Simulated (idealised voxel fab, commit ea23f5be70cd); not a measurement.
process module | voxel transistor to metal
cross-section cut | 190 nm wide | cells 5 nm
A cross-section is a grid of square cells, given in bands from the top down. A band is one or more rows of cells.
Each band's line starts with the height of the band's top and of its bottom, in nm. Then come its materials from left to right, each with its width in nm. One material with "throughout" fills the band from edge to edge. "air" is empty space.
Height 0 is the level under which the wafer as received is all one material. The lowest band goes on downwards, as in "0 down".
A width such as "30 to 40" changes by the same amount from each row of cells to the next, from the band's top row to its bottom row.
"no change" after a step means that no cell of the cross-section changed.
closed voids: empty space of 8 cells or more with no open way to the top, each as width x height at its distance from the left edge, in nm
after a step's settings: what the simulator itself notes on the step
overlay nm, on a step with a mask: how far to the right of its planned place the mask lay; to the left if negative
plan
1 op RECEIVE | material Si
2 op OXIDIZE | depth nm 5
3 op CONFORMAL_DEP | material SiN | thk nm 10
4 op MASKED_ETCH | tone cover | mask id ACTIVE | width nm 100 | etch materials SiN | depth nm 10 | overlay nm 0
5 op MASKED_ETCH | tone cover | mask id ACTIVE | width nm 100 | etch materials SiO2 | depth nm 5 | overlay nm 0
6 op MASKED_ETCH | tone cover | mask id ACTIVE | width nm 100 | etch materials Si | depth nm 35 | overlay nm 0
7 op OXIDIZE | depth nm 5
8 op FILL_DEP | material SiO2 | thk nm 15
9 op CMP | height nm 10
10 op SELECTIVE_ETCH | etch materials SiO2 | depth nm 5
11 op STRIP | etch materials SiN
12 op SELECTIVE_ETCH | etch materials SiO2 | depth nm 5
13 op OXIDIZE | depth nm 5
14 op DIRECTIONAL_DEP | material polySi | thk nm 20
15 op DIRECTIONAL_DEP | material SiCN | thk nm 10
16 op PATTERN | tone cover | mask id GATE | material resist | width nm 20 | thk nm 20 | overlay nm 0
17 op DIRECTIONAL_ETCH | etch materials SiCN | depth nm 20
18 op DIRECTIONAL_ETCH | etch materials polySi | depth nm 30
19 op STRIP | etch materials resist
20 op CONFORMAL_DEP | material SiO2 | thk nm 5
21 op DIRECTIONAL_ETCH | etch materials SiO2 | depth nm 5
22 op CONFORMAL_DEP | material SiN | thk nm 10
23 op DIRECTIONAL_ETCH | etch materials SiN | depth nm 10
24 op DIRECTIONAL_ETCH | etch materials SiO2 | depth nm 5
25 op DIRECTIONAL_ETCH | etch materials Si | depth nm 10
26 op EPI | material nSi | thk nm 15
27 op FILL_DEP | material SiO2 | thk nm 10
28 op CMP | height nm 25
29 op DIRECTIONAL_DEP | material SiO2 | thk nm 15
30 op PATTERN | tone open | mask id CONTACT | material resist | width nm 15 | pitch nm 75 | thk nm 20 | overlay nm 0
31 op DIRECTIONAL_ETCH | etch materials SiO2 | depth nm 35
32 op STRIP | etch materials resist
33 op CONFORMAL_DEP | material TiN | thk nm 5
34 op FILL_DEP | material Ru | thk nm 10
35 op CMP | height nm 40
36 op CONFORMAL_DEP | material SiCN | thk nm 5
37 op DIRECTIONAL_DEP | material lowk | thk nm 15
38 op PATTERN | tone open | mask id METAL_1 | material resist | width nm 15 | pitch nm 75 | thk nm 20 | overlay nm 0
39 op DIRECTIONAL_ETCH | etch materials lowk | depth nm 15
40 op DIRECTIONAL_ETCH | etch materials SiCN | depth nm 5
41 op STRIP | etch materials resist
42 op CONFORMAL_DEP | material TiN | thk nm 5
43 op FILL_DEP | material Ru | thk nm 5
44 op CMP | height nm 60
45 op CONFORMAL_DEP | material SiN | thk nm 5
as received, after step 1
  0 down: Si throughout
  closed voids: none
first wafer at the end, as planned
  65 to 60: SiN throughout
  60 to 45: lowk 50 | TiN 5 | Ru 5 | TiN 5 | lowk 60 | TiN 5 | Ru 5 | TiN 5 | lowk 50
  45 to 40: SiCN 50 | TiN 15 | SiCN 60 | TiN 15 | SiCN 50
  40 to 25: SiO2 50 | TiN 5 | Ru 5 | TiN 5 | SiO2 60 | TiN 5 | Ru 5 | TiN 5 | SiO2 50
  25 to 15: SiO2 50 | TiN 5 | Ru 5 | TiN 5 | SiO2 5 | SiN 10 | SiO2 5 | SiCN 20 | SiO2 5 | SiN 10 | SiO2 5 | TiN 5 | Ru 5 | TiN 5 | SiO2 50
  15 to 10: SiO2 50 | TiN 5 | Ru 5 | TiN 5 | SiO2 5 | SiN 10 | SiO2 5 | polySi 20 | SiO2 5 | SiN 10 | SiO2 5 | TiN 5 | Ru 5 | TiN 5 | SiO2 50
  10 to 5: SiO2 50 | TiN 15 | SiO2 5 | SiN 10 | SiO2 5 | polySi 20 | SiO2 5 | SiN 10 | SiO2 5 | TiN 15 | SiO2 50
  5 to 0: SiO2 50 | nSi 20 | SiN 10 | SiO2 5 | polySi 20 | SiO2 5 | SiN 10 | nSi 20 | SiO2 50
  0 to -5: SiO2 45 | SiN 10 | nSi 15 | SiN 10 | SiO2 5 | polySi 20 | SiO2 5 | SiN 10 | nSi 15 | SiN 10 | SiO2 45
  -5 to -10: SiO2 55 | nSi 15 | SiO2 50 | nSi 15 | SiO2 55
  -10 to -20: SiO2 50 | Si 5 | nSi 15 | Si 50 | nSi 15 | Si 5 | SiO2 50
  -20 to -45: SiO2 50 | Si 90 | SiO2 50
  -45 down: Si throughout
  closed voids: none
second wafer at the end: like start, like plan, one mistake
  65 to 60: SiN throughout
  60 to 45: lowk 50 | TiN 5 | Ru 5 | TiN 5 | lowk 60 | TiN 5 | Ru 5 | TiN 5 | lowk 50
  45 to 40: SiCN 50 | TiN 15 | SiCN 60 | TiN 15 | SiCN 50
  40 to 25: SiO2 50 | TiN 5 | Ru 5 | TiN 5 | SiO2 60 | TiN 5 | Ru 5 | TiN 5 | SiO2 50
  25 to 15: SiO2 50 | TiN 5 | Ru 5 | TiN 5 | SiO2 5 | SiN 10 | SiO2 5 | SiCN 20 | SiO2 5 | SiN 10 | SiO2 5 | TiN 5 | Ru 5 | TiN 5 | SiO2 50
  15 to 10: SiO2 50 | TiN 5 | Ru 5 | TiN 5 | SiO2 5 | SiN 10 | SiO2 5 | polySi 20 | SiO2 5 | SiN 10 | SiO2 5 | TiN 5 | Ru 5 | TiN 5 | SiO2 50
  10 to 5: SiO2 50 | TiN 15 | SiO2 5 | SiN 10 | SiO2 5 | polySi 20 | SiO2 5 | SiN 10 | SiO2 5 | TiN 15 | SiO2 50
  5 to -5: SiO2 55 | nSi 15 | SiN 10 | SiO2 5 | polySi 20 | SiO2 5 | SiN 10 | nSi 15 | SiO2 55
  -5 to -10: SiO2 35 | SiN 10 | SiO2 5 | nSi 20 | SiO2 50 | nSi 20 | SiO2 5 | SiN 10 | SiO2 35
  -10 to -15: SiO2 35 | SiN 10 | SiO2 10 | nSi 15 | Si 50 | nSi 15 | SiO2 10 | SiN 10 | SiO2 35
  -15 to -20: SiO2 55 | nSi 15 | Si 50 | nSi 15 | SiO2 55
  -20 to -45: SiO2 50 | Si 90 | SiO2 50
  -45 down: Si throughout
  closed voids: none
what went wrong: step 12 ran as: op SELECTIVE_ETCH | etch materials SiO2 | depth nm 15
at the end the second wafer has, in cells: 4 fewer of Si | 4 more of SiN
